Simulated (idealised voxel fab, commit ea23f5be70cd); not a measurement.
Documented hereafter: the process module known as voxel gate over fins.
Shown is cross-section cut, with a width of 230 nm and square cells of size 5 nm.
In what follows, cross-sections appear as grids of square cells, described through bands that run from the top down, where every band is one or more rows of cells.
Each band's line starts with the height of the band's top and of its bottom, in nm. Then come its materials from left to right, each with its width in nm. One material with "edge to edge" fills the band from edge to edge. "empty" is empty space.
Height 0 is the level under which the wafer as received is all one material. The lowest band goes on downwards, as in "0 -> down".
Per-row width for "30..40": begins at first number (top row of band), ends at second number (bottom row), increment between rows held constant.
It should be understood that the words "nothing changed", when stated for a given step, signify that the cross-section underwent no change in any of its cells during that step.
The label "Closed internal cavities" introduces a list of the empty spaces, 8 cells or larger, that have no open way up to the top; each entry in it reads width x height at distance, where the distance is taken from the left edge and all three are stated in nm.
If you see something after the settings on a step's line, that's the simulator's own remark about that step.
You can add "overlay nm" to a step's line. For a step with a mask, it describes how far the mask lay to the right of its planned position, and a negative number describes a lay to the left.
This section lists the process steps that were planned:
1,RECEIVE | material Si
2,CONFORMAL_DEP | material SiN | thk nm 10
3,PATTERN | tone cover | mask id FINS | material resist | width nm 15 | pitch nm 35 | thk nm 15 | overlay nm 0
4,DIRECTIONAL_ETCH | etch materials SiN | depth nm 10
5,DIRECTIONAL_ETCH | etch materials Si | depth nm 30
6,STRIP | etch materials resist
7,OXIDIZE | depth nm 5
8,FILL_DEP | material SiO2 | thk nm 15
9,CMP | height nm 10
10,SELECTIVE_ETCH | etch materials SiO2 | depth nm 20
11,STRIP | etch materials SiN
12,CONFORMAL_DEP | material HfO2 | thk nm 5
13,CONFORMAL_DEP | material TiN | thk nm 5
14,CONFORMAL_DEP | material TiAl | thk nm 5
15,CONFORMAL_DEP | material TiN | thk nm 5
16,FILL_DEP | material W | thk nm 10
17,CMP | height nm 25
18,CONFORMAL_DEP | material SiCN | thk nm 10
Cross-section: wafer on arrival = after step 1:
* 0 -> down: Si edge to edge
* Closed internal cavities: none
Module complete - cross-section of the first of two wafers, run according to plan:
* 35 -> 25: SiCN edge to edge
* 25 -> 20: W edge to edge
* 20 -> 15: W=55, then TiN=115, then W=60
* 15 -> 10: W=55, then TiN=5, then TiAl=105, then TiN=5, then W=60
* 10 -> 5: TiN=60, then TiAl=5, then TiN=25, then TiAl=10, then TiN=25, then TiAl=10, then TiN=25, then TiAl=5, then TiN=65
* 5 -> 0: TiAl=65, then TiN=5, then HfO2=15, then TiN=5, then TiAl=10, then TiN=5, then HfO2=15, then TiN=5, then TiAl=10, then TiN=5, then HfO2=15, then TiN=5, then TiAl=70
* 0 -> -5: TiN=70, then HfO2=5, then Si=5, then HfO2=5, then TiN=20, then HfO2=5, then Si=5, then HfO2=5, then TiN=20, then HfO2=5, then Si=5, then HfO2=5, then TiN=75
* -5 -> -10: HfO2=75, then Si=5, then HfO2=30, then Si=5, then HfO2=30, then Si=5, then HfO2=80
* -10 -> -35: SiO2=75, then Si=5, then SiO2=30, then Si=5, then SiO2=30, then Si=5, then SiO2=80
* -35 -> down: Si edge to edge
* Closed internal cavities: none
Module end: cross-section of wafer two of two. Same start and process plan as the first wafer. One mistake during execution:
* 35 -> 25: SiCN edge to edge
* 25 -> 20: W edge to edge
* 20 -> 10: W=55, then TiN=115, then W=60
* 10 -> 5: TiN=65, then TiAl=25, then TiN=10, then TiAl=25, then TiN=10, then TiAl=25, then TiN=70
* 5 -> 0: TiN=65, then TiAl=5, then HfO2=15, then TiAl=5, then TiN=10, then TiAl=5, then HfO2=15, then TiAl=5, then TiN=10, then TiAl=5, then HfO2=15, then TiAl=5, then TiN=70
* 0 -> -5: TiAl=70, then HfO2=5, then Si=5, then HfO2=5, then TiAl=20, then HfO2=5, then Si=5, then HfO2=5, then TiAl=20, then HfO2=5, then Si=5, then HfO2=5, then TiAl=75
* -5 -> -10: HfO2=75, then Si=5, then HfO2=30, then Si=5, then HfO2=30, then Si=5, then HfO2=80
* -10 -> -35: SiO2=75, then Si=5, then SiO2=30, then Si=5, then SiO2=30, then Si=5, then SiO2=80
* -35 -> down: Si edge to edge
* Closed internal cavities: none
In executing the process, a mistake was made relative to the plan: step 13 ran in the slot meant for step 14, and vice versa
Comparing end states, the material composition by cell count is preserved from the first wafer to the second, while the locations of the cells are not.
